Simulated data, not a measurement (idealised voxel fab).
The following process module bears the name voxel local oxidation.
Cross-sectional view cut (width: 160 nm; square cell size: 5 nm).
When this document writes out a cross-section, it uses a grid of square cells and lists it as bands, beginning at the top and moving down, with a band standing for one or more rows of cells.
Read a band's entry like this: the first values are the height of its top and the height of its bottom in nm, and what follows is the sequence of materials from left to right, each with its width in nm. Note that "blank" is empty space, and that a single material marked "everywhere" reaches across the band from edge to edge.
A quick word on heights: they are counted from 0, and under that level the wafer as it came to us is one material throughout. The lowest band is different from the rest in having no bottom; it simply continues downward, written as in "z 0 and below".
Width spec "30->40" -> top row of cells at first value, bottom row at second value, equal per-row change in between.
Step note "all unchanged" = no cross-section cell changed.
"Sealed voids" enumerates empty spaces isolated from the top, with no open way to it, that contain at least 8 cells, giving each as width x height at distance from the left edge, all three in nm.
The remark found on a step's line after its settings is issued by the simulator itself and pertains to that step.
overlay nm: how far to the right of its planned place the mask lay on this masked step (negative: to the left).

### These are the steps we planned for the process
| 1 | RECEIVE [material Si] |
| 2 | OXIDIZE [depth nm 5] |
| 3 | CONFORMAL_DEP [material SiN] [thk nm 10] |
| 4 | DIRECTIONAL_DEP [material aC] [thk nm 10] |
| 5 | PATTERN [tone cover] [mask id ACTIVE] [material resist] [width nm 95] [thk nm 30] [overlay nm -15] |
| 6 | DIRECTIONAL_ETCH [etch materials aC] [depth nm 10] |
| 7 | STRIP [etch materials resist] |
| 8 | DIRECTIONAL_ETCH [etch materials SiN] [depth nm 10] |
| 9 | STRIP [etch materials aC] |
| 10 | SELECTIVE_ETCH [etch materials SiO2] [depth nm 5] |
| 11 | OXIDIZE [depth nm 15] |
| 12 | STRIP [etch materials SiN] |
For this document, wafers share an identical start and vary in the step 5 overlay nm; the plan quotes the first wafer's value.

### So this is the first of several wafers, cross-sectioned as it came to us, meaning it's at the end of step 1
	z 0 and below  Si everywhere
	Sealed voids: none

### First of several wafers: cross-section at the end of the module, after step 12, its last step
	z 0 to -5  blank=20 | SiO2=85 | blank=55
	z -5 to -20  SiO2=35 | Si=55 | SiO2=70
	z -20 and below  Si everywhere
	Sealed voids: none

### End of module, last wafer sectioned
	z 0 to -5  blank=50 | SiO2=85 | blank=25
	z -5 to -20  SiO2=65 | Si=55 | SiO2=40
	z -20 and below  Si everywhere
	Sealed voids: none

### Every row in this table is a wafer at the end of the module, and it gives, for each of the materials, the cells that wafer has gained (+) or lost (-) since it was received, then its closed voids
overlay nm -15; -95 Si; +80 SiO2; Sealed voids: none
overlay nm -10; -95 Si; +80 SiO2; Sealed voids: none
overlay nm -5; -95 Si; +80 SiO2; Sealed voids: none
overlay nm 0; -95 Si; +80 SiO2; Sealed voids: none
overlay nm 5; -95 Si; +80 SiO2; Sealed voids: none
overlay nm 10; -95 Si; +80 SiO2; Sealed voids: none
overlay nm 15; -95 Si; +80 SiO2; Sealed voids: none
